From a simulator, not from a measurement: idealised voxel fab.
Title: Process Module voxel wiring stack
In the cross-section labelled cut, the width is 255 nm and each square cell is 5 nm.
The cross-sections in this document take the form of a grid made of square cells. They are written out as bands, in order from top to bottom. Each band consists of one or more rows of cells. Top, bottom (nm), then materials left to right with widths (nm); lone material tagged "edge to edge" fills the whole band edge to edge; "air" = empty space. Heads up on the height convention: 0 is the point under which the incoming wafer is all one material, and the lowest band has no bottom, it just keeps going down, like "z 0 and below". Width "30 to 40": first value at the band's top row of cells, second value at its bottom row, equal change from row to row. Basically "remained the same" means that step didn't change any cell in the cross-section. Look at "Closed-off voids" for the closed voids: empty spaces with no open path to the top, sized 8 cells or up. Each is width x height at distance, distance from the left edge, all nm. Post-settings text on a step line: simulator's own remark regarding the step. Each step line may optionally specify "overlay nm", which for a step with a mask gives the rightward distance between the mask's planned place and where it lay, a negative value indicating the leftward direction.
Below is the list of planned process steps
1. op RECEIVE | material Si
2. op CONFORMAL_DEP | material SiO2 | thk nm 10
3. op CONFORMAL_DEP | material SiCN | thk nm 5
4. op DIRECTIONAL_DEP | material SiO2 | thk nm 20
5. op MASKED_ETCH | tone open | mask id METAL_1 | width nm 25 | pitch nm 55 | etch materials SiO2 | depth nm 20 | overlay nm 0
6. op MASKED_ETCH | tone open | mask id METAL_1 | width nm 25 | pitch nm 55 | etch materials SiCN | depth nm 5 | overlay nm 0
7. op CONFORMAL_DEP | material TiN | thk nm 5
8. op FILL_DEP | material W | thk nm 5
9. op CMP | height nm 35
10. op EPI | material Ru | thk nm 5
11. op FILL_DEP | material SiCN | thk nm 5
12. op DIRECTIONAL_DEP | material lowk | thk nm 25
13. op DIRECTIONAL_DEP | material aC | thk nm 10
14. op PATTERN | tone open | mask id METAL_2_HOLES | material resist | width nm 15 | pitch nm 55 | thk nm 30 | overlay nm 0
15. op DIRECTIONAL_ETCH | etch materials aC | depth nm 10
16. op STRIP | etch materials resist
17. op DIRECTIONAL_ETCH | etch materials lowk | depth nm 25
18. op STRIP | etch materials aC
19. op PATTERN | tone open | mask id METAL_2 | material resist | width nm 25 | pitch nm 55 | thk nm 20 | overlay nm 0
20. op DIRECTIONAL_ETCH | etch materials lowk | depth nm 15
21. op DIRECTIONAL_ETCH | etch materials SiCN | depth nm 5
22. op STRIP | etch materials resist
23. op CONFORMAL_DEP | material TiN | thk nm 5
24. op FILL_DEP | material Ru | thk nm 10
25. op CMP | height nm 70
26. op CONFORMAL_DEP | material SiCN | thk nm 5
27. op DIRECTIONAL_DEP | material lowk | thk nm 25
28. op DIRECTIONAL_DEP | material aC | thk nm 15
29. op PATTERN | tone open | mask id METAL_3 | material resist | width nm 25 | pitch nm 55 | thk nm 30 | overlay nm 0
30. op DIRECTIONAL_ETCH | etch materials aC | depth nm 15
31. op STRIP | etch materials resist
32. op DIRECTIONAL_ETCH | etch materials lowk | depth nm 15
33. op STRIP | etch materials aC
34. op PATTERN | tone open | mask id METAL_3_HOLES | material resist | width nm 15 | pitch nm 55 | thk nm 20 | overlay nm 0
35. op DIRECTIONAL_ETCH | etch materials lowk | depth nm 10
36. op DIRECTIONAL_ETCH | etch materials SiCN | depth nm 5
37. op STRIP | etch materials resist
38. op CONFORMAL_DEP | material TiN | thk nm 5
39. op FILL_DEP | material Cu | thk nm 10
40. op CMP | height nm 100
41. op CONFORMAL_DEP | material SiN | thk nm 5
Shown in cross-section is the wafer as received, that is, as it stands after step 1
z 0 and below | Si edge to edge
Closed-off voids: none
The module was run from the start shown above using the plan shown above, but one mistake was made doing it; the resulting wafer cross-section is below
z 105 to 100 | SiN edge to edge
z 100 to 95 | SiCN (60) / TiN (15) / SiCN (40) / TiN (15) / SiCN (40) / TiN (15) / SiCN (70)
z 95 to 70 | lowk edge to edge
z 70 to 60 | lowk (60) / TiN (5) / Ru (15) / TiN (5) / lowk (30) / TiN (5) / Ru (15) / TiN (5) / lowk (30) / TiN (5) / Ru (15) / TiN (5) / lowk (60)
z 60 to 55 | lowk (60) / TiN (5) / Ru (5) / TiN (15) / lowk (30) / TiN (5) / Ru (5) / TiN (15) / lowk (30) / TiN (5) / Ru (5) / TiN (15) / lowk (60)
z 55 to 45 | lowk (60) / TiN (5) / Ru (5) / TiN (5) / lowk (40) / TiN (5) / Ru (5) / TiN (5) / lowk (40) / TiN (5) / Ru (5) / TiN (5) / lowk (70)
z 45 to 40 | SiCN (60) / TiN (15) / SiCN (40) / TiN (15) / SiCN (40) / TiN (15) / SiCN (70)
z 40 to 35 | SiCN (55) / Ru (35) / SiCN (20) / Ru (35) / SiCN (20) / Ru (35) / SiCN (55)
z 35 to 15 | SiO2 (60) / TiN (5) / W (15) / TiN (5) / SiO2 (30) / TiN (5) / W (15) / TiN (5) / SiO2 (30) / TiN (5) / W (15) / TiN (5) / SiO2 (60)
z 15 to 10 | SiCN (60) / TiN (25) / SiCN (30) / TiN (25) / SiCN (30) / TiN (25) / SiCN (60)
z 10 to 0 | SiO2 edge to edge
z 0 and below | Si edge to edge
Closed-off voids: none
Deviation from plan: it was found that steps 26 and 27 of the process plan had been performed in exchanged positions
